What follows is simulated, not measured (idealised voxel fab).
process module | voxel trench capacitor
cross-section cut | 240 nm wide | cells 5 nm
A cross-section is a grid of square cells, given in bands from the top down. A band is one or more rows of cells.
Each band's line starts with the height of the band's top and of its bottom, in nm. Then come its materials from left to right, each with its width in nm. One material with "throughout" fills the band from edge to edge. "air" is empty space.
Height 0 is the level under which the wafer as received is all one material. The lowest band goes on downwards, as in "0 down".
A width such as "30 to 40" changes by the same amount from each row of cells to the next, from the band's top row to its bottom row.
"no change" after a step means that no cell of the cross-section changed.
closed voids: empty space of 8 cells or more with no open way to the top, each as width x height at its distance from the left edge, in nm
after a step's settings: what the simulator itself notes on the step
overlay nm, on a step with a mask: how far to the right of its planned place the mask lay; to the left if negative
plan
1 op RECEIVE | material Si
2 op CONFORMAL_DEP | material SiN | thk nm 5
3 op DIRECTIONAL_DEP | material aC | thk nm 15
4 op PATTERN | tone open | mask id TRENCH | material resist | width nm 25 | pitch nm 50 | thk nm 30 | overlay nm 0
5 op DIRECTIONAL_ETCH | etch materials aC | depth nm 15
6 op STRIP | etch materials resist
7 op DIRECTIONAL_ETCH | etch materials SiN | depth nm 5
8 op DIRECTIONAL_ETCH | etch materials Si | depth nm 25
9 op STRIP | etch materials aC
10 op CONFORMAL_DEP | material SiO2 | thk nm 5
11 op FILL_DEP | material polySi | thk nm 10
12 op CMP | height nm 5
as received, after step 1
  0 down: Si throughout
  closed voids: none
first wafer at the end, as planned
  5 to 0: SiN 55 | SiO2 5 | polySi 15 | SiO2 5 | SiN 25 | SiO2 5 | polySi 15 | SiO2 5 | SiN 25 | SiO2 5 | polySi 15 | SiO2 5 | SiN 60
  0 to -20: Si 55 | SiO2 5 | polySi 15 | SiO2 5 | Si 25 | SiO2 5 | polySi 15 | SiO2 5 | Si 25 | SiO2 5 | polySi 15 | SiO2 5 | Si 60
  -20 to -25: Si 55 | SiO2 25 | Si 25 | SiO2 25 | Si 25 | SiO2 25 | Si 60
  -25 down: Si throughout
  closed voids: none
second wafer at the end: like start, like plan, one mistake
  20 to 10: polySi throughout
  10 to 5: SiO2 60 | polySi 15 | SiO2 35 | polySi 15 | SiO2 35 | polySi 15 | SiO2 65
  5 to 0: SiN 55 | SiO2 5 | polySi 15 | SiO2 5 | SiN 25 | SiO2 5 | polySi 15 | SiO2 5 | SiN 25 | SiO2 5 | polySi 15 | SiO2 5 | SiN 60
  0 to -20: Si 55 | SiO2 5 | polySi 15 | SiO2 5 | Si 25 | SiO2 5 | polySi 15 | SiO2 5 | Si 25 | SiO2 5 | polySi 15 | SiO2 5 | Si 60
  -20 to -25: Si 55 | SiO2 25 | Si 25 | SiO2 25 | Si 25 | SiO2 25 | Si 60
  -25 down: Si throughout
  closed voids: none
what went wrong: step 12 was left out
at the end the second wafer has, in cells: 39 more of SiO2 | 105 more of polySi
